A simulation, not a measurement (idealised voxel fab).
The document below concerns the process module designated voxel capacitor over wiring.
This is section cut - it's 300 nm across, gridded in 5 nm square cells.
Format of a cross-section: grid, square cells. Given as bands. Order: top down. Band: one or more rows of cells.
In this notation a band is specified by the heights of its top and bottom, in that order and in nm, after which its materials appear from left to right, each paired with its width in nm. The word "throughout" attached to a single material means that material fills the band from edge to edge; the word "empty" stands for empty space.
Basically, 0 is our baseline, since under it the wafer straight out of the box is all one material. The bottom band has no lower end and keeps on going down, so it looks like "0 -> down".
Quick explanation for "30..40": the width changes in equal steps down the rows of cells, from the first number in the band's top row to the second number in its bottom row.
"left unchanged" for a step: no cell of the cross-section changed in that step.
Entry "Completely enclosed voids". Content: empty spaces with no open connection to the top, size 8 cells or greater. Each: width x height at distance. Distance: from left edge. Unit: nm.
On a step's line, text after the settings is the simulator commenting on that step.
overlay nm, on a step with a mask: how far to the right of its planned place the mask lay; to the left if negative
**Process steps - plan**
1: RECEIVE [material Si]
2: CONFORMAL_DEP [material SiO2] [thk nm 10]
3: CONFORMAL_DEP [material SiCN] [thk nm 5]
4: DIRECTIONAL_DEP [material lowk] [thk nm 25]
5: MASKED_ETCH [tone open] [mask id METAL_1] [width nm 30] [pitch nm 100] [etch materials lowk] [depth nm 25] [overlay nm 0]
6: MASKED_ETCH [tone open] [mask id METAL_1] [width nm 30] [pitch nm 100] [etch materials SiCN] [depth nm 5] [overlay nm 0]
7: CONFORMAL_DEP [material TiN] [thk nm 5]
8: FILL_DEP [material Cu] [thk nm 5]
9: CMP [height nm 40]
10: EPI [material Ru] [thk nm 5]
11: FILL_DEP [material SiCN] [thk nm 5]
12: DIRECTIONAL_DEP [material lowk] [thk nm 10]
13: DIRECTIONAL_DEP [material aC] [thk nm 15]
14: PATTERN [tone open] [mask id PLUG_1] [material resist] [width nm 15] [thk nm 35] [overlay nm 0]
15: DIRECTIONAL_ETCH [etch materials aC] [depth nm 15]
16: STRIP [etch materials resist]
17: DIRECTIONAL_ETCH [etch materials lowk] [depth nm 10]
18: DIRECTIONAL_ETCH [etch materials SiCN] [depth nm 5]
19: STRIP [etch materials aC]
20: EPI [material Ru] [thk nm 10]
21: EPI [material Ru] [thk nm 5]
22: DIRECTIONAL_DEP [material TiN] [thk nm 5]
23: DIRECTIONAL_DEP [material SiN] [thk nm 5]
24: DIRECTIONAL_DEP [material TiN] [thk nm 5]
25: DIRECTIONAL_DEP [material aC] [thk nm 15]
26: PATTERN [tone cover] [mask id UPPER_PLATE] [material resist] [width nm 75] [thk nm 30] [overlay nm 0]
27: DIRECTIONAL_ETCH [etch materials aC] [depth nm 15]
28: STRIP [etch materials resist]
29: DIRECTIONAL_ETCH [etch materials TiN] [depth nm 5]
30: DIRECTIONAL_ETCH [etch materials SiN] [depth nm 5]
31: STRIP [etch materials aC]
32: DIRECTIONAL_DEP [material aC] [thk nm 15]
33: PATTERN [tone cover] [mask id LOWER_PLATE] [material resist] [width nm 85] [thk nm 35] [overlay nm 0]
34: DIRECTIONAL_ETCH [etch materials aC] [depth nm 15]
35: STRIP [etch materials resist]
36: DIRECTIONAL_ETCH [etch materials TiN] [depth nm 5]
37: STRIP [etch materials aC]
38: FILL_DEP [material SiO2] [thk nm 15]
39: CMP [height nm 85]
40: DIRECTIONAL_DEP [material aC] [thk nm 15]
41: PATTERN [tone open] [mask id PLUG_2] [material resist] [width nm 15] [thk nm 35] [overlay nm 0]
42: DIRECTIONAL_ETCH [etch materials aC] [depth nm 15]
43: STRIP [etch materials resist]
44: DIRECTIONAL_ETCH [etch materials SiO2] [depth nm 10]
45: STRIP [etch materials aC]
46: CONFORMAL_DEP [material TiN] [thk nm 5]
47: FILL_DEP [material Cu] [thk nm 10]
48: CMP [height nm 85]
49: CONFORMAL_DEP [material SiCN] [thk nm 5]
**Cross-sectional view of the wafer in its as-received condition, corresponding to the state after step 1**
* 0 -> down: Si throughout
* Completely enclosed voids: none
**Module complete - cross-section of the first of two wafers, run according to plan**
* 90 -> 85: SiCN throughout
* 85 -> 80: SiO2 110 | TiN 5 | Cu 5 | TiN 5 | SiO2 175
* 80 -> 70: SiO2 110..100 | TiN 15..75 | SiO2 175..125
* 70 -> 65: SiO2 100 | SiN 75 | SiO2 125
* 65 -> 60: SiO2 95 | TiN 85 | SiO2 120
* 60 -> 50: lowk 100 | Ru 15 | lowk 185
* 50 -> 45: SiCN 100 | Ru 15 | SiCN 185
* 45 -> 40: SiCN 80 | Ru 40 | SiCN 60 | Ru 40 | SiCN 80
* 40 -> 15: lowk 85 | TiN 5 | Cu 20 | TiN 5 | lowk 70 | TiN 5 | Cu 20 | TiN 5 | lowk 85
* 15 -> 10: SiCN 85 | TiN 30 | SiCN 70 | TiN 30 | SiCN 85
* 10 -> 0: SiO2 throughout
* 0 -> down: Si throughout
* Completely enclosed voids: none
**Cross-section, wafer two of two, end of module: same start and plan as wafer one, one error in execution**
* 90 -> 85: SiCN throughout
* 85 -> 80: SiO2 110 | TiN 5 | Cu 5 | TiN 5 | SiO2 175
* 80 -> 75: SiO2 110 | TiN 15 | SiO2 175
* 75 -> 70: SiO2 100 | SiN 75 | SiO2 125
* 70 -> 65: SiO2 95 | TiN 85 | SiO2 120
* 65 -> 60: TiN throughout
* 60 -> 50: lowk 100 | Ru 15 | lowk 185
* 50 -> 45: SiCN 100 | Ru 15 | SiCN 185
* 45 -> 40: SiCN 80 | Ru 40 | SiCN 60 | Ru 40 | SiCN 80
* 40 -> 15: lowk 85 | TiN 5 | Cu 20 | TiN 5 | lowk 70 | TiN 5 | Cu 20 | TiN 5 | lowk 85
* 15 -> 10: SiCN 85 | TiN 30 | SiCN 70 | TiN 30 | SiCN 85
* 10 -> 0: SiO2 throughout
* 0 -> down: Si throughout
* Completely enclosed voids: none
What went wrong in running the wafer? steps 23 and 24 got flipped, so each one ran where the other should have
End check, counted in cells, second wafer has more or fewer of these materials than the first: SiO2: 45 fewer | TiN: 45 more
